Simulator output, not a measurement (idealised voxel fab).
The following is a process module called voxel gate over fins.
Shown is cross-section cut, with a width of 220 nm and square cells of size 5 nm.
Reading order for cross-sections: top band down to bottom band. Underlying form: a grid of square cells. Band size: one or more rows of cells. It is stipulated that each band's entry specify, in nanometres, the height of the top of the band and then that of its bottom, followed by the materials of the band in left-to-right sequence, each together with its width in nanometres. A single material marked by the word "full width" is understood to fill the band from edge to edge; the word "blank" is understood to denote empty space. Height 0 is the level under which the wafer as received is all one material. The lowest band goes on downwards, as in "from 0 down". Width: "30->40" (first number = top row, second number = bottom row, same change from row to row of cells). The cross-section has no changed cell in any step marked "no alteration". Empty spaces without an open route to the top, at least 8 cells in extent, make up the entry "Closed void list"; each is given as width x height at distance, where the distance is measured from the left edge, and all are in nm. Read whatever lies past the settings on a step's line as the simulator's own remark about the step. The optional step-line setting "overlay nm" applies to steps with a mask and quantifies how far to the right of its planned location the mask lay, a negative value indicating leftward placement.
### Process steps foreseen in the plan
1: RECEIVE [material Si]
2: CONFORMAL_DEP [material SiN] [thk nm 10]
3: PATTERN [tone cover] [mask id FINS] [material resist] [width nm 15] [pitch nm 55] [thk nm 15] [overlay nm 0]
4: DIRECTIONAL_ETCH [etch materials SiN] [depth nm 10]
5: DIRECTIONAL_ETCH [etch materials Si] [depth nm 30]
6: STRIP [etch materials resist]
7: FILL_DEP [material SiO2] [thk nm 5]
8: CMP [height nm 10]
9: PATTERN [tone open] [mask id RAIL] [material resist] [width nm 15] [thk nm 20] [overlay nm 0]
10: DIRECTIONAL_ETCH [etch materials SiO2] [depth nm 35]
11: STRIP [etch materials resist]
12: CONFORMAL_DEP [material TiN] [thk nm 5]
13: FILL_DEP [material W] [thk nm 5]
14: CMP [height nm 10]
15: SELECTIVE_ETCH [etch materials W Ru TiN] [depth nm 30]
16: FILL_DEP [material SiO2] [thk nm 5]
17: CMP [height nm 10]
18: SELECTIVE_ETCH [etch materials SiO2] [depth nm 20]
19: STRIP [etch materials SiN]
20: CONFORMAL_DEP [material HfO2] [thk nm 5]
21: CONFORMAL_DEP [material TiN] [thk nm 5]
22: FILL_DEP [material W] [thk nm 15]
23: CMP [height nm 20]
24: CONFORMAL_DEP [material SiCN] [thk nm 10]
### First wafer out of two, processed as planned
### Delivered wafer in cross-section: state after step 1
* from 0 down | Si full width
* Closed void list: none
### How the wafer stands in section after step 2
* from 10 to 0 | SiN full width
* All layers under 0 are left as they were.
### How the wafer stands in section after step 3
* from 25 to 10 | 45 of blank / 15 of resist / 40 of blank / 15 of resist / 40 of blank / 15 of resist / 50 of blank
* All layers under 10 are left as they were.
### How the wafer stands in section after step 4
* from 25 to 10 | 45 of blank / 15 of resist / 40 of blank / 15 of resist / 40 of blank / 15 of resist / 50 of blank
* from 10 to 0 | 45 of blank / 15 of SiN / 40 of blank / 15 of SiN / 40 of blank / 15 of SiN / 50 of blank
* All layers under 0 are left as they were.
### How the wafer stands in section after step 5
* from 25 to 10 | 45 of blank / 15 of resist / 40 of blank / 15 of resist / 40 of blank / 15 of resist / 50 of blank
* from 10 to 0 | 45 of blank / 15 of SiN / 40 of blank / 15 of SiN / 40 of blank / 15 of SiN / 50 of blank
* from 0 to -30 | 45 of blank / 15 of Si / 40 of blank / 15 of Si / 40 of blank / 15 of Si / 50 of blank
* All layers under -30 are left as they were.
### How the wafer stands in section after step 6
* from 10 to 0 | 45 of blank / 15 of SiN / 40 of blank / 15 of SiN / 40 of blank / 15 of SiN / 50 of blank
* All layers under 0 are left as they were.
### How the wafer stands in section after step 7
* from 15 to 10 | SiO2 full width
* from 10 to 0 | 45 of SiO2 / 15 of SiN / 40 of SiO2 / 15 of SiN / 40 of SiO2 / 15 of SiN / 50 of SiO2
* from 0 to -30 | 45 of SiO2 / 15 of Si / 40 of SiO2 / 15 of Si / 40 of SiO2 / 15 of Si / 50 of SiO2
* All layers under -30 are left as they were.
### How the wafer stands in section after step 8
* from 10 to 0 | 45 of SiO2 / 15 of SiN / 40 of SiO2 / 15 of SiN / 40 of SiO2 / 15 of SiN / 50 of SiO2
* All layers under 0 are left as they were.
### How the wafer stands in section after step 9
* from 30 to 10 | 70 of resist / 15 of blank / 135 of resist
* All layers under 10 are left as they were.
### How the wafer stands in section after step 10
* from 30 to 10 | 70 of resist / 15 of blank / 135 of resist
* from 10 to 0 | 45 of SiO2 / 15 of SiN / 10 of SiO2 / 15 of blank / 15 of SiO2 / 15 of SiN / 40 of SiO2 / 15 of SiN / 50 of SiO2
* from 0 to -25 | 45 of SiO2 / 15 of Si / 10 of SiO2 / 15 of blank / 15 of SiO2 / 15 of Si / 40 of SiO2 / 15 of Si / 50 of SiO2
* All layers under -25 are left as they were.
### How the wafer stands in section after step 11
* from 10 to 0 | 45 of SiO2 / 15 of SiN / 10 of SiO2 / 15 of blank / 15 of SiO2 / 15 of SiN / 40 of SiO2 / 15 of SiN / 50 of SiO2
* All layers under 0 are left as they were.
### How the wafer stands in section after step 12
* from 15 to 10 | 75 of TiN / 5 of blank / 140 of TiN
* from 10 to 0 | 45 of SiO2 / 15 of SiN / 10 of SiO2 / 5 of TiN / 5 of blank / 5 of TiN / 15 of SiO2 / 15 of SiN / 40 of SiO2 / 15 of SiN / 50 of SiO2
* from 0 to -20 | 45 of SiO2 / 15 of Si / 10 of SiO2 / 5 of TiN / 5 of blank / 5 of TiN / 15 of SiO2 / 15 of Si / 40 of SiO2 / 15 of Si / 50 of SiO2
* from -20 to -25 | 45 of SiO2 / 15 of Si / 10 of SiO2 / 15 of TiN / 15 of SiO2 / 15 of Si / 40 of SiO2 / 15 of Si / 50 of SiO2
* All layers under -25 are left as they were.
### How the wafer stands in section after step 13
* from 20 to 15 | W full width
* from 15 to 10 | 75 of TiN / 5 of W / 140 of TiN
* from 10 to 0 | 45 of SiO2 / 15 of SiN / 10 of SiO2 / 5 of TiN / 5 of W / 5 of TiN / 15 of SiO2 / 15 of SiN / 40 of SiO2 / 15 of SiN / 50 of SiO2
* from 0 to -20 | 45 of SiO2 / 15 of Si / 10 of SiO2 / 5 of TiN / 5 of W / 5 of TiN / 15 of SiO2 / 15 of Si / 40 of SiO2 / 15 of Si / 50 of SiO2
* All layers under -20 are left as they were.
### How the wafer stands in section after step 14
* from 10 to 0 | 45 of SiO2 / 15 of SiN / 10 of SiO2 / 5 of TiN / 5 of W / 5 of TiN / 15 of SiO2 / 15 of SiN / 40 of SiO2 / 15 of SiN / 50 of SiO2
* All layers under 0 are left as they were.
### How the wafer stands in section after step 15
* from 10 to 0 | 45 of SiO2 / 15 of SiN / 10 of SiO2 / 15 of blank / 15 of SiO2 / 15 of SiN / 40 of SiO2 / 15 of SiN / 50 of SiO2
* from 0 to -20 | 45 of SiO2 / 15 of Si / 10 of SiO2 / 15 of blank / 15 of SiO2 / 15 of Si / 40 of SiO2 / 15 of Si / 50 of SiO2
* All layers under -20 are left as they were.
### How the wafer stands in section after step 16
* from 15 to 10 | SiO2 full width
* from 10 to 0 | 45 of SiO2 / 15 of SiN / 40 of SiO2 / 15 of SiN / 40 of SiO2 / 15 of SiN / 50 of SiO2
* from 0 to -20 | 45 of SiO2 / 15 of Si / 40 of SiO2 / 15 of Si / 40 of SiO2 / 15 of Si / 50 of SiO2
* All layers under -20 are left as they were.
### How the wafer stands in section after step 17
* from 10 to 0 | 45 of SiO2 / 15 of SiN / 40 of SiO2 / 15 of SiN / 40 of SiO2 / 15 of SiN / 50 of SiO2
* All layers under 0 are left as they were.
### How the wafer stands in section after step 18
* from 10 to 0 | 45 of blank / 15 of SiN / 40 of blank / 15 of SiN / 40 of blank / 15 of SiN / 50 of blank
* from 0 to -10 | 45 of blank / 15 of Si / 40 of blank / 15 of Si / 40 of blank / 15 of Si / 50 of blank
* All layers under -10 are left as they were.
### How the wafer stands in section after step 19
* from 0 to -10 | 45 of blank / 15 of Si / 40 of blank / 15 of Si / 40 of blank / 15 of Si / 50 of blank
* All layers under -10 are left as they were.
### How the wafer stands in section after step 20
* from 5 to 0 | 40 of blank / 25 of HfO2 / 30 of blank / 25 of HfO2 / 30 of blank / 25 of HfO2 / 45 of blank
* from 0 to -5 | 40 of blank / 5 of HfO2 / 15 of Si / 5 of HfO2 / 30 of blank / 5 of HfO2 / 15 of Si / 5 of HfO2 / 30 of blank / 5 of HfO2 / 15 of Si / 5 of HfO2 / 45 of blank
* from -5 to -10 | 45 of HfO2 / 15 of Si / 40 of HfO2 / 15 of Si / 40 of HfO2 / 15 of Si / 50 of HfO2
* All layers under -10 are left as they were.
### How the wafer stands in section after step 21
* from 10 to 5 | 35 of blank / 35 of TiN / 20 of blank / 35 of TiN / 20 of blank / 35 of TiN / 40 of blank
* from 5 to 0 | 35 of blank / 5 of TiN / 25 of HfO2 / 5 of TiN / 20 of blank / 5 of TiN / 25 of HfO2 / 5 of TiN / 20 of blank / 5 of TiN / 25 of HfO2 / 5 of TiN / 40 of blank
* from 0 to -5 | 40 of TiN / 5 of HfO2 / 15 of Si / 5 of HfO2 / 30 of TiN / 5 of HfO2 / 15 of Si / 5 of HfO2 / 30 of TiN / 5 of HfO2 / 15 of Si / 5 of HfO2 / 45 of TiN
* All layers under -5 are left as they were.
### How the wafer stands in section after step 22
* from 25 to 10 | W full width
* from 10 to 5 | 35 of W / 35 of TiN / 20 of W / 35 of TiN / 20 of W / 35 of TiN / 40 of W
* from 5 to 0 | 35 of W / 5 of TiN / 25 of HfO2 / 5 of TiN / 20 of W / 5 of TiN / 25 of HfO2 / 5 of TiN / 20 of W / 5 of TiN / 25 of HfO2 / 5 of TiN / 40 of W
* All layers under 0 are left as they were.
### How the wafer stands in section after step 23
* from 20 to 10 | W full width
* All layers under 10 are left as they were.
### How the wafer stands in section after step 24
* from 30 to 20 | SiCN full width
* All layers under 20 are left as they were.
### Wafer two: like wafer one in start and plan, but with one mistake in execution; identical up to and including step 2
### Cross-sectional view of the second wafer at the intended end time of process step 3
* from 25 to 10 | 35 of blank / 15 of resist / 40 of blank / 15 of resist / 40 of blank / 15 of resist / 60 of blank
* All layers under 10 are left as they were.
### Cross-sectional view of the second wafer at the intended end time of process step 4
* from 25 to 10 | 35 of blank / 15 of resist / 40 of blank / 15 of resist / 40 of blank / 15 of resist / 60 of blank
* from 10 to 0 | 35 of blank / 15 of SiN / 40 of blank / 15 of SiN / 40 of blank / 15 of SiN / 60 of blank
* All layers under 0 are left as they were.
### Cross-sectional view of the second wafer at the intended end time of process step 5
* from 25 to 10 | 35 of blank / 15 of resist / 40 of blank / 15 of resist / 40 of blank / 15 of resist / 60 of blank
* from 10 to 0 | 35 of blank / 15 of SiN / 40 of blank / 15 of SiN / 40 of blank / 15 of SiN / 60 of blank
* from 0 to -30 | 35 of blank / 15 of Si / 40 of blank / 15 of Si / 40 of blank / 15 of Si / 60 of blank
* All layers under -30 are left as they were.
### Cross-sectional view of the second wafer at the intended end time of process step 6
* from 10 to 0 | 35 of blank / 15 of SiN / 40 of blank / 15 of SiN / 40 of blank / 15 of SiN / 60 of blank
* All layers under 0 are left as they were.
### Cross-sectional view of the second wafer at the intended end time of process step 7
* from 15 to 10 | SiO2 full width
* from 10 to 0 | 35 of SiO2 / 15 of SiN / 40 of SiO2 / 15 of SiN / 40 of SiO2 / 15 of SiN / 60 of SiO2
* from 0 to -30 | 35 of SiO2 / 15 of Si / 40 of SiO2 / 15 of Si / 40 of SiO2 / 15 of Si / 60 of SiO2
* All layers under -30 are left as they were.
### Cross-sectional view of the second wafer at the intended end time of process step 8
* from 10 to 0 | 35 of SiO2 / 15 of SiN / 40 of SiO2 / 15 of SiN / 40 of SiO2 / 15 of SiN / 60 of SiO2
* All layers under 0 are left as they were.
### Cross-sectional view of the second wafer at the intended end time of process step 9
* from 30 to 10 | 70 of resist / 15 of blank / 135 of resist
* All layers under 10 are left as they were.
### Cross-sectional view of the second wafer at the intended end time of process step 10
* from 30 to 10 | 70 of resist / 15 of blank / 135 of resist
* from 10 to 0 | 35 of SiO2 / 15 of SiN / 20 of SiO2 / 15 of blank / 5 of SiO2 / 15 of SiN / 40 of SiO2 / 15 of SiN / 60 of SiO2
* from 0 to -25 | 35 of SiO2 / 15 of Si / 20 of SiO2 / 15 of blank / 5 of SiO2 / 15 of Si / 40 of SiO2 / 15 of Si / 60 of SiO2
* All layers under -25 are left as they were.
### Cross-sectional view of the second wafer at the intended end time of process step 11
* from 10 to 0 | 35 of SiO2 / 15 of SiN / 20 of SiO2 / 15 of blank / 5 of SiO2 / 15 of SiN / 40 of SiO2 / 15 of SiN / 60 of SiO2
* All layers under 0 are left as they were.
### Cross-sectional view of the second wafer at the intended end time of process step 12
* from 15 to 10 | 75 of TiN / 5 of blank / 140 of TiN
* from 10 to 0 | 35 of SiO2 / 15 of SiN / 20 of SiO2 / 5 of TiN / 5 of blank / 5 of TiN / 5 of SiO2 / 15 of SiN / 40 of SiO2 / 15 of SiN / 60 of SiO2
* from 0 to -20 | 35 of SiO2 / 15 of Si / 20 of SiO2 / 5 of TiN / 5 of blank / 5 of TiN / 5 of SiO2 / 15 of Si / 40 of SiO2 / 15 of Si / 60 of SiO2
* from -20 to -25 | 35 of SiO2 / 15 of Si / 20 of SiO2 / 15 of TiN / 5 of SiO2 / 15 of Si / 40 of SiO2 / 15 of Si / 60 of SiO2
* All layers under -25 are left as they were.
### Cross-sectional view of the second wafer at the intended end time of process step 13
* from 20 to 15 | W full width
* from 15 to 10 | 75 of TiN / 5 of W / 140 of TiN
* from 10 to 0 | 35 of SiO2 / 15 of SiN / 20 of SiO2 / 5 of TiN / 5 of W / 5 of TiN / 5 of SiO2 / 15 of SiN / 40 of SiO2 / 15 of SiN / 60 of SiO2
* from 0 to -20 | 35 of SiO2 / 15 of Si / 20 of SiO2 / 5 of TiN / 5 of W / 5 of TiN / 5 of SiO2 / 15 of Si / 40 of SiO2 / 15 of Si / 60 of SiO2
* All layers under -20 are left as they were.
### Cross-sectional view of the second wafer at the intended end time of process step 14
* from 10 to 0 | 35 of SiO2 / 15 of SiN / 20 of SiO2 / 5 of TiN / 5 of W / 5 of TiN / 5 of SiO2 / 15 of SiN / 40 of SiO2 / 15 of SiN / 60 of SiO2
* All layers under 0 are left as they were.
### Cross-sectional view of the second wafer at the intended end time of process step 15
* from 10 to 0 | 35 of SiO2 / 15 of SiN / 20 of SiO2 / 15 of blank / 5 of SiO2 / 15 of SiN / 40 of SiO2 / 15 of SiN / 60 of SiO2
* from 0 to -20 | 35 of SiO2 / 15 of Si / 20 of SiO2 / 15 of blank / 5 of SiO2 / 15 of Si / 40 of SiO2 / 15 of Si / 60 of SiO2
* All layers under -20 are left as they were.
### Cross-sectional view of the second wafer at the intended end time of process step 16
* from 15 to 10 | SiO2 full width
* from 10 to 0 | 35 of SiO2 / 15 of SiN / 40 of SiO2 / 15 of SiN / 40 of SiO2 / 15 of SiN / 60 of SiO2
* from 0 to -20 | 35 of SiO2 / 15 of Si / 40 of SiO2 / 15 of Si / 40 of SiO2 / 15 of Si / 60 of SiO2
* All layers under -20 are left as they were.
### Cross-sectional view of the second wafer at the intended end time of process step 17
* from 10 to 0 | 35 of SiO2 / 15 of SiN / 40 of SiO2 / 15 of SiN / 40 of SiO2 / 15 of SiN / 60 of SiO2
* All layers under 0 are left as they were.
### Cross-sectional view of the second wafer at the intended end time of process step 18
* from 10 to 0 | 35 of blank / 15 of SiN / 40 of blank / 15 of SiN / 40 of blank / 15 of SiN / 60 of blank
* from 0 to -10 | 35 of blank / 15 of Si / 40 of blank / 15 of Si / 40 of blank / 15 of Si / 60 of blank
* All layers under -10 are left as they were.
### Cross-sectional view of the second wafer at the intended end time of process step 19
* from 0 to -10 | 35 of blank / 15 of Si / 40 of blank / 15 of Si / 40 of blank / 15 of Si / 60 of blank
* All layers under -10 are left as they were.
### Cross-sectional view of the second wafer at the intended end time of process step 20
* from 5 to 0 | 30 of blank / 25 of HfO2 / 30 of blank / 25 of HfO2 / 30 of blank / 25 of HfO2 / 55 of blank
* from 0 to -5 | 30 of blank / 5 of HfO2 / 15 of Si / 5 of HfO2 / 30 of blank / 5 of HfO2 / 15 of Si / 5 of HfO2 / 30 of blank / 5 of HfO2 / 15 of Si / 5 of HfO2 / 55 of blank
* from -5 to -10 | 35 of HfO2 / 15 of Si / 40 of HfO2 / 15 of Si / 40 of HfO2 / 15 of Si / 60 of HfO2
* All layers under -10 are left as they were.
### Cross-sectional view of the second wafer at the intended end time of process step 21
* from 10 to 5 | 25 of blank / 35 of TiN / 20 of blank / 35 of TiN / 20 of blank / 35 of TiN / 50 of blank
* from 5 to 0 | 25 of blank / 5 of TiN / 25 of HfO2 / 5 of TiN / 20 of blank / 5 of TiN / 25 of HfO2 / 5 of TiN / 20 of blank / 5 of TiN / 25 of HfO2 / 5 of TiN / 50 of blank
* from 0 to -5 | 30 of TiN / 5 of HfO2 / 15 of Si / 5 of HfO2 / 30 of TiN / 5 of HfO2 / 15 of Si / 5 of HfO2 / 30 of TiN / 5 of HfO2 / 15 of Si / 5 of HfO2 / 55 of TiN
* All layers under -5 are left as they were.
### Cross-sectional view of the second wafer at the intended end time of process step 22
* from 25 to 10 | W full width
* from 10 to 5 | 25 of W / 35 of TiN / 20 of W / 35 of TiN / 20 of W / 35 of TiN / 50 of W
* from 5 to 0 | 25 of W / 5 of TiN / 25 of HfO2 / 5 of TiN / 20 of W / 5 of TiN / 25 of HfO2 / 5 of TiN / 20 of W / 5 of TiN / 25 of HfO2 / 5 of TiN / 50 of W
* All layers under 0 are left as they were.
### Cross-sectional view of the second wafer at the intended end time of process step 23
* from 20 to 10 | W full width
* All layers under 10 are left as they were.
### Cross-sectional view of the second wafer at the intended end time of process step 24
* from 30 to 20 | SiCN full width
* All layers under 20 are left as they were.
Against the plan, the run slipped here: step 3 off recipe, ran as PATTERN [tone cover] [mask id FINS] [material resist] [width nm 15] [pitch nm 55] [thk nm 15] [overlay nm -10]
When the process is done, the second wafer contains the same cell count of every material as the first wafer, but distributed over other locations.
